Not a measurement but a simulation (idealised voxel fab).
You're looking at the process module voxel fin reveal.
The cross-section on display is named cut; it measures 215 nm wide, and its cells are 5 nm squares.
Think of the cross-section as a grid of square cells. We describe it in bands, top to bottom, and each band covers one or more rows of those cells.
Basically the band line says how high the top is and how high the bottom is, in nm, and then what's in it from left to right, every material with its width in nm. Empty space shows up as "air", and if a single material carries "throughout" it runs the full band edge to edge.
Heights are reckoned from 0. Under this level, the received wafer is all of one material. The bottommost band is open-ended downward, for example "from 0 down".
Note: "30..40" means the width goes from the first number (top row of the band) to the second number (bottom row) in equal steps per row of cells.
Given "nothing altered" for a step, no cell of the cross-section differs between before and after that step.
Empty spaces without an open route to the top, at least 8 cells in extent, make up the entry "Enclosed cavity list"; each is given as width x height at distance, where the distance is measured from the left edge, and all are in nm.
Whatever follows a step's settings on its line is a remark the simulator itself makes about that step.
Each step line may optionally specify "overlay nm", which for a step with a mask gives the rightward distance between the mask's planned place and where it lay, a negative value indicating the leftward direction.

THE PROCESS STEPS THAT WERE PLANNED ARE LISTED BELOW
1: RECEIVE | material Si
2: CONFORMAL_DEP | material SiN | thk nm 5
3: MASKED_ETCH | tone cover | mask id FINS | width nm 15 | pitch nm 40 | etch materials SiN | depth nm 5 | overlay nm 0
4: MASKED_ETCH | tone cover | mask id FINS | width nm 15 | pitch nm 40 | etch materials Si | depth nm 30 | overlay nm 0
5: OXIDIZE | depth nm 5
6: FILL_DEP | material SiO2 | thk nm 10
7: CMP | height nm 5
8: SELECTIVE_ETCH | etch materials SiO2 | depth nm 25
9: STRIP | etch materials SiN

HERE'S WHAT THE WAFER LOOKED LIKE IN CROSS-SECTION WHEN IT ARRIVED - THAT'S AFTER STEP 1
	from 0 down = Si throughout
	Enclosed cavity list: none

CROSS-SECTION: FIRST OF TWO WAFERS, MODULE FINISHED, RUN ACCORDING TO PLAN
	from 0 to -20 = 65 air | 5 Si | 35 air | 5 Si | 35 air | 5 Si | 65 air
	from -20 to -35 = 65 SiO2 | 5 Si | 35 SiO2 | 5 Si | 35 SiO2 | 5 Si | 65 SiO2
	from -35 down = Si throughout
	Enclosed cavity list: none

CROSS-SECTION, WAFER TWO OF TWO, END OF MODULE: SAME START AND PLAN AS WAFER ONE, ONE ERROR IN EXECUTION
	from 0 to -5 = 65 air | 5 Si | 35 air | 5 Si | 35 air | 5 Si | 65 air
	from -5 to -20 = 55 air | 15 Si | 25 air | 15 Si | 25 air | 15 Si | 65 air
	from -20 to -35 = 55 SiO2 | 15 Si | 25 SiO2 | 15 Si | 25 SiO2 | 15 Si | 65 SiO2
	from -35 down = Si throughout
	Enclosed cavity list: none
It is concluded that the wafer was processed incorrectly with respect to the plan, in that it should be noted that step 4 was executed with settings other than those planned, the operation and settings actually applied being MASKED_ETCH | tone cover | mask id FINS | width nm 15 | pitch nm 40 | etch materials Si | depth nm 30 | overlay nm -10
Materials where the second wafer ends with more or fewer cells than the first: +36 Si | -18 SiO2
